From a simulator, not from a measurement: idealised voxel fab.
Presented below is a process module, voxel self aligned contacts.
The cross-section shown here is cut; it is 255 nm wide and divided into square cells measuring 5 nm on a side.
Think of the cross-section as a grid of square cells. We describe it in bands, top to bottom, and each band covers one or more rows of those cells.
It is stipulated that each band's entry specify, in nanometres, the height of the top of the band and then that of its bottom, followed by the materials of the band in left-to-right sequence, each together with its width in nanometres. A single material marked by the word "all across" is understood to fill the band from edge to edge; the word "blank" is understood to denote empty space.
Basically, 0 is our baseline, since under it the wafer straight out of the box is all one material. The bottom band has no lower end and keeps on going down, so it looks like "0..down".
Graded width ("30 to 40"): value in top row of band = first number; value in bottom row = second number; row-to-row change constant.
Reading "stayed the same" for a step: not a cell of the cross-section changed in it.
Entry "Listed closed voids". Content: empty spaces with no open connection to the top, size 8 cells or greater. Each: width x height at distance. Distance: from left edge. Unit: nm.
Note: text after step settings on the step line = simulator remark on that step.
Regarding "overlay nm": on a step with a mask, it is the distance the mask lay to the right of its planned place; a negative value places it to the left.

**Planned step list for the process**
1,RECEIVE: material Si
2,CONFORMAL_DEP: material SiO2, thk nm 5
3,DIRECTIONAL_DEP: material polySi, thk nm 30
4,DIRECTIONAL_DEP: material SiN, thk nm 20
5,MASKED_ETCH: tone cover, mask id GATE, width nm 35, pitch nm 80, etch materials SiN, depth nm 20, overlay nm 0
6,MASKED_ETCH: tone cover, mask id GATE, width nm 35, pitch nm 80, etch materials polySi, depth nm 30, overlay nm 0
7,CONFORMAL_DEP: material SiN, thk nm 10
8,DIRECTIONAL_ETCH: etch materials SiN, depth nm 10
9,FILL_DEP: material SiO2, thk nm 15
10,CMP: height nm 65
11,PATTERN: tone open, mask id CONTACT, material resist, width nm 65, thk nm 20, overlay nm 0
12,DIRECTIONAL_ETCH: etch materials SiO2, depth nm 65
13,STRIP: etch materials resist
14,CONFORMAL_DEP: material TiN, thk nm 5
15,FILL_DEP: material Ru, thk nm 5
16,CMP: height nm 65
17,CONFORMAL_DEP: material SiCN, thk nm 5

**Cross-section of the wafer upon arrival, representing the state reached after step 1**
  0..down = Si all across
  Listed closed voids: none

**Wafer at module end, in section. Began as above, planned as above, run with one mistake**
  70..65 = SiCN all across
  65..55 = 95 nm SiO2 / 5 to 20 nm TiN / 55 to 25 nm Ru / 5 to 20 nm TiN / 95 nm SiO2
  55..40 = 65 nm SiO2 / 45 nm SiN / 5 nm TiN / 25 nm Ru / 5 nm TiN / 45 nm SiN / 65 nm SiO2
  40..35 = 65 nm SiO2 / 45 nm SiN / 10 nm TiN / 15 nm Ru / 10 nm TiN / 45 nm SiN / 65 nm SiO2
  35..5 = 60 nm SiO2 / 10 nm SiN / 35 nm polySi / 10 nm SiN / 5 nm TiN / 15 nm Ru / 5 nm TiN / 10 nm SiN / 35 nm polySi / 10 nm SiN / 60 nm SiO2
  5..0 = 115 nm SiO2 / 25 nm TiN / 115 nm SiO2
  0..down = Si all across
  Listed closed voids: none
In executing the process, a mistake was made relative to the plan: contrary to plan, step 5 was performed as MASKED_ETCH: tone cover, mask id GATE, width nm 25, pitch nm 80, etch materials SiN, depth nm 20, overlay nm 0
